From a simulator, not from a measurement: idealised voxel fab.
process module | voxel transistor to metal
cross-section cut | 295 nm wide | cells 5 nm
A cross-section is a grid of square cells, given in bands from the top down. A band is one or more rows of cells.
Each band's line starts with the height of the band's top and of its bottom, in nm. Then come its materials from left to right, each with its width in nm. One material with "throughout" fills the band from edge to edge. "air" is empty space.
Height 0 is the level under which the wafer as received is all one material. The lowest band goes on downwards, as in "0 down".
A width such as "30 to 40" changes by the same amount from each row of cells to the next, from the band's top row to its bottom row.
"no change" after a step means that no cell of the cross-section changed.
closed voids: empty space of 8 cells or more with no open way to the top, each as width x height at its distance from the left edge, in nm
after a step's settings: what the simulator itself notes on the step
overlay nm, on a step with a mask: how far to the right of its planned place the mask lay; to the left if negative
plan
1 op RECEIVE | material Si
2 op CONFORMAL_DEP | material SiO2 | thk nm 5
3 op CONFORMAL_DEP | material SiN | thk nm 10
4 op DIRECTIONAL_DEP | material aC | thk nm 15
5 op PATTERN | tone cover | mask id ACTIVE | material resist | width nm 115 | pitch nm 145 | thk nm 30 | overlay nm 0
6 op DIRECTIONAL_ETCH | etch materials aC | depth nm 15
7 op STRIP | etch materials resist
8 op DIRECTIONAL_ETCH | etch materials SiN | depth nm 10
9 op DIRECTIONAL_ETCH | etch materials SiO2 | depth nm 5
10 op DIRECTIONAL_ETCH | etch materials Si | depth nm 30
11 op STRIP | etch materials aC
12 op OXIDIZE | depth nm 5
13 op FILL_DEP | material SiO2 | thk nm 5
14 op CMP | height nm 15
15 op SELECTIVE_ETCH | etch materials SiO2 | depth nm 10
16 op STRIP | etch materials SiN
17 op SELECTIVE_ETCH | etch materials SiO2 | depth nm 5
18 op OXIDIZE | depth nm 5
19 op DIRECTIONAL_DEP | material polySi | thk nm 20
20 op DIRECTIONAL_DEP | material SiCN | thk nm 10
21 op DIRECTIONAL_DEP | material aC | thk nm 15
22 op PATTERN | tone cover | mask id GATE | material resist | width nm 25 | pitch nm 145 | thk nm 30 | overlay nm 0
23 op DIRECTIONAL_ETCH | etch materials aC | depth nm 15
24 op STRIP | etch materials resist
25 op DIRECTIONAL_ETCH | etch materials SiCN | depth nm 20
26 op DIRECTIONAL_ETCH | etch materials polySi | depth nm 30
27 op STRIP | etch materials aC
28 op CONFORMAL_DEP | material SiN | thk nm 5
29 op DIRECTIONAL_ETCH | etch materials SiN | depth nm 5
30 op DIRECTIONAL_ETCH | etch materials SiO2 | depth nm 5
31 op DIRECTIONAL_ETCH | etch materials Si | depth nm 5
32 op EPI | material pSi | thk nm 5
33 op FILL_DEP | material SiO2 | thk nm 5
34 op CMP | height nm 20
35 op STRIP | etch materials polySi
36 op SELECTIVE_ETCH | etch materials SiO2 | depth nm 5
37 op CONFORMAL_DEP | material HfO2 | thk nm 5
38 op CONFORMAL_DEP | material TiN | thk nm 5
39 op FILL_DEP | material W | thk nm 10
40 op CMP | height nm 15
41 op DIRECTIONAL_DEP | material SiO2 | thk nm 10
42 op PATTERN | tone open | mask id CONTACT | material resist | width nm 20 | thk nm 15 | overlay nm 0
43 op DIRECTIONAL_ETCH | etch materials SiO2 | depth nm 30
44 op STRIP | etch materials resist
45 op CONFORMAL_DEP | material TiN | thk nm 5
46 op FILL_DEP | material W | thk nm 5
47 op CMP | height nm 25
48 op CONFORMAL_DEP | material SiN | thk nm 5
49 op DIRECTIONAL_DEP | material lowk | thk nm 20
50 op MASKED_ETCH | tone open | mask id METAL_1 | width nm 20 | etch materials lowk | depth nm 20 | overlay nm 0
51 op MASKED_ETCH | tone open | mask id METAL_1 | width nm 20 | etch materials SiN | depth nm 5 | overlay nm 0
52 op CONFORMAL_DEP | material TiN | thk nm 5
53 op FILL_DEP | material Cu | thk nm 5
54 op CMP | height nm 50
55 op EPI | material Ru | thk nm 5
56 op FILL_DEP | material SiCN | thk nm 5
57 op DIRECTIONAL_DEP | material lowk | thk nm 25
58 op MASKED_ETCH | tone open | mask id METAL_2_HOLES | width nm 15 | pitch nm 145 | etch materials lowk | depth nm 25 | overlay nm 0
59 op DIRECTIONAL_DEP | material aC | thk nm 15
60 op PATTERN | tone open | mask id METAL_2 | material resist | width nm 20 | pitch nm 145 | thk nm 35 | overlay nm 0
61 op DIRECTIONAL_ETCH | etch materials aC | depth nm 15
62 op STRIP | etch materials resist
63 op DIRECTIONAL_ETCH | etch materials lowk | depth nm 15
64 op DIRECTIONAL_ETCH | etch materials SiCN | depth nm 5
65 op STRIP | etch materials aC
66 op CONFORMAL_DEP | material TiN | thk nm 5
67 op FILL_DEP | material Cu | thk nm 10
68 op CMP | height nm 85
69 op CONFORMAL_DEP | material SiN | thk nm 5
as received, after step 1
  0 down: Si throughout
  closed voids: none
a wafer at the end: this start, this plan, one mistake
  90 to 85: SiN throughout
  85 to 75: lowk 25 | TiN 5 | Cu 15 | TiN 5 | lowk 120 | TiN 5 | Cu 15 | TiN 5 | lowk 100
  75 to 65: lowk 25 | TiN 5 | Cu 5 | TiN 15 to 5 | lowk 120 to 130 | TiN 5 | Cu 5 | TiN 15 to 5 | lowk 100 to 110
  65 to 60: lowk 25 | TiN 15 | lowk 130 | TiN 15 | lowk 110
  60 to 55: SiCN 30 | TiN 10 | SiCN 135 | TiN 10 | SiCN 110
  55 to 50: SiCN 20 | Ru 30 | SiCN 45 | Ru 30 | SiCN 40 | Ru 30 | SiCN 45 | Ru 30 | SiCN 25
  50 to 30: lowk 25 | TiN 5 | Cu 10 | TiN 5 | lowk 55 | TiN 5 | Cu 10 | TiN 5 | lowk 50 | TiN 5 | Cu 10 | TiN 5 | lowk 55 | TiN 5 | Cu 10 | TiN 5 | lowk 30
  30 to 25: SiN 25 | TiN 20 | SiN 55 | TiN 20 | SiN 50 | TiN 20 | SiN 55 | TiN 20 | SiN 30
  25 to 15: SiO2 25 | TiN 5 | W 10 | TiN 5 | SiO2 55 | TiN 5 | W 10 | TiN 5 | SiO2 50 | TiN 5 | W 10 | TiN 5 | SiO2 55 | TiN 5 | W 10 | TiN 5 | SiO2 30
  15 to 5: SiO2 25 | TiN 5 | W 10 | TiN 5 | SiO2 10 | SiN 5 | HfO2 5 | TiN 5 | W 5 | TiN 5 | HfO2 5 | SiN 5 | SiO2 10 | TiN 5 | W 10 | TiN 5 | SiO2 50 | TiN 5 | W 10 | TiN 5 | SiO2 10 | SiN 5 | HfO2 5 | TiN 5 | W 5 | TiN 5 | HfO2 5 | SiN 5 | SiO2 10 | TiN 5 | W 10 | TiN 5 | SiO2 30
  5 to 0: SiO2 25 | TiN 5 | W 10 | TiN 5 | SiO2 10 | SiN 5 | HfO2 5 | TiN 15 | HfO2 5 | SiN 5 | SiO2 10 | TiN 5 | W 10 | TiN 5 | SiO2 50 | TiN 5 | W 10 | TiN 5 | SiO2 10 | SiN 5 | HfO2 5 | TiN 15 | HfO2 5 | SiN 5 | SiO2 10 | TiN 5 | W 10 | TiN 5 | SiO2 30
  0 to -5: SiO2 25 | TiN 20 | SiO2 5 | pSi 5 | HfO2 35 | pSi 5 | SiO2 5 | TiN 20 | SiO2 50 | TiN 20 | SiO2 5 | pSi 5 | HfO2 35 | pSi 5 | SiO2 5 | TiN 20 | SiO2 30
  -5 to -10: SiO2 20 | pSi 35 | Si 35 | pSi 35 | SiO2 40 | pSi 35 | Si 35 | pSi 35 | SiO2 25
  -10 to -35: SiO2 20 | Si 105 | SiO2 40 | Si 105 | SiO2 25
  -35 down: Si throughout
  closed voids: none
what went wrong: step 60 ran as: op PATTERN | tone open | mask id METAL_2 | material resist | width nm 20 | pitch nm 145 | thk nm 35 | overlay nm 5
